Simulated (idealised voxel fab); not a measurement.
process module | voxel ribs on slabs
cross-section cut | 190 nm wide | cells 5 nm
A cross-section is a grid of square cells, given in bands from the top down. A band is one or more rows of cells.
Each band's line starts with the height of the band's top and of its bottom, in nm. Then come its materials from left to right, each with its width in nm. One material with "throughout" fills the band from edge to edge. "air" is empty space.
Height 0 is the level under which the wafer as received is all one material. The lowest band goes on downwards, as in "0 down".
A width such as "30 to 40" changes by the same amount from each row of cells to the next, from the band's top row to its bottom row.
"no change" after a step means that no cell of the cross-section changed.
closed voids: empty space of 8 cells or more with no open way to the top, each as width x height at its distance from the left edge, in nm
after a step's settings: what the simulator itself notes on the step
overlay nm, on a step with a mask: how far to the right of its planned place the mask lay; to the left if negative
plan
1 op RECEIVE | material Si
2 op DIRECTIONAL_DEP | material SiO2 | thk nm 20
3 op DIRECTIONAL_DEP | material SiN | thk nm 15
4 op DIRECTIONAL_DEP | material aC | thk nm 10
5 op PATTERN | tone cover | mask id RIB | material resist | width nm 20 | thk nm 25 | overlay nm 0
6 op DIRECTIONAL_ETCH | etch materials aC | depth nm 10
7 op STRIP | etch materials resist
8 op DIRECTIONAL_ETCH | etch materials SiN | depth nm 10
9 op STRIP | etch materials aC
10 op MASKED_ETCH | tone cover | mask id SLAB | width nm 50 | etch materials SiN | depth nm 5 | overlay nm 0
11 op FILL_DEP | material SiO2 | thk nm 20
12 op CMP | height nm 45
13 op DIRECTIONAL_DEP | material TiN | thk nm 5
14 op MASKED_ETCH | tone cover | mask id HEATER | width nm 30 | etch materials TiN | depth nm 5 | overlay nm 0
15 op CONFORMAL_DEP | material SiO2 | thk nm 5
as received, after step 1
  0 down: Si throughout
  closed voids: none
first wafer at the end, as planned
  55 to 50: air 75 | SiO2 40 | air 75
  50 to 45: SiO2 80 | TiN 30 | SiO2 80
  45 to 35: SiO2 throughout
  35 to 25: SiO2 85 | SiN 20 | SiO2 85
  25 to 20: SiO2 70 | SiN 50 | SiO2 70
  20 to 0: SiO2 throughout
  0 down: Si throughout
  closed voids: none
second wafer at the end: like start, like plan, one mistake
  55 to 50: air 75 | SiO2 40 | air 75
  50 to 45: SiO2 80 | TiN 30 | SiO2 80
  45 to 35: SiO2 throughout
  35 to 25: SiO2 85 | SiN 20 | SiO2 85
  25 to 20: SiO2 60 | SiN 50 | SiO2 80
  20 to 0: SiO2 throughout
  0 down: Si throughout
  closed voids: none
what went wrong: step 10 ran as: op MASKED_ETCH | tone cover | mask id SLAB | width nm 50 | etch materials SiN | depth nm 5 | overlay nm -10
at the end the second wafer has, in cells: as many of each material as the first, in other places
